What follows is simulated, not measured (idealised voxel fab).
Herein follows the process module entitled voxel self aligned contacts.
In the cross-section labelled cut, the width is 210 nm and each square cell is 5 nm.
This document writes a cross-section as a grid whose cells are square, and gives it as bands, listed from the top down; one or more rows of cells form a band. Basically the band line says how high the top is and how high the bottom is, in nm, and then what's in it from left to right, every material with its width in nm. Empty space shows up as "air", and if a single material carries "throughout" it runs the full band edge to edge. The reference from which all heights are counted is 0, the level beneath which the as-received wafer is entirely one material; the lowest band, having no lower bound, proceeds downward and is written after the example "0..down". The notation "30 to 40" denotes a width that varies across the rows of cells in the band, beginning at the first number in the top row, finishing at the second number in the bottom row, and changing by an identical amount from each row to the next. Reading "nothing altered" for a step: not a cell of the cross-section changed in it. Closed-off voids of 8+ cells (no open route to the top) go in "Enclosed void listing", written width x height at distance from the left edge, in nm. Read whatever lies past the settings on a step's line as the simulator's own remark about the step. overlay nm: on a step with a mask, how far right of its planned place the mask lay; negative means left.

### Process steps - plan
- 1: RECEIVE: material Si
- 2: CONFORMAL_DEP: material SiO2, thk nm 5
- 3: DIRECTIONAL_DEP: material polySi, thk nm 30
- 4: DIRECTIONAL_DEP: material SiN, thk nm 15
- 5: MASKED_ETCH: tone cover, mask id GATE, width nm 30, pitch nm 55, etch materials SiN, depth nm 15, overlay nm 0
- 6: MASKED_ETCH: tone cover, mask id GATE, width nm 30, pitch nm 55, etch materials polySi, depth nm 30, overlay nm 0
- 7: CONFORMAL_DEP: material SiN, thk nm 5
- 8: DIRECTIONAL_ETCH: etch materials SiN, depth nm 5
- 9: FILL_DEP: material SiO2, thk nm 20
- 10: CMP: height nm 60
- 11: MASKED_ETCH: tone open, mask id CONTACT, width nm 35, etch materials SiO2, depth nm 60, overlay nm 0
- 12: CONFORMAL_DEP: material TiN, thk nm 5
- 13: FILL_DEP: material Ru, thk nm 5
- 14: CMP: height nm 60
- 15: CONFORMAL_DEP: material SiCN, thk nm 5

### Wafer at receipt (post step 1), cross-section
> 0..down  Si throughout
> Enclosed void listing: none

### What the wafer looks like in cross-section after this module, when it starts as shown above and follows the plan above but one mistake is made in running it
> 65..60  SiCN throughout
> 60..50  SiO2=90, TiN=5 to 10, Ru=25 to 5, TiN=5 to 20, SiO2=85
> 50..35  SiO2=55, SiN=40, TiN=5, Ru=5, TiN=5, SiN=40, SiO2=60
> 35..5  SiO2=55, SiN=5, polySi=30, SiN=5, TiN=5, Ru=5, TiN=5, SiN=5, polySi=30, SiN=5, SiO2=60
> 5..0  SiO2=95, TiN=15, SiO2=100
> 0..down  Si throughout
> Enclosed void listing: none
Processing error: so step 11 ended up running with a different setting than we planned, it ran as MASKED_ETCH: tone open, mask id CONTACT, width nm 35, etch materials SiO2, depth nm 60, overlay nm 5
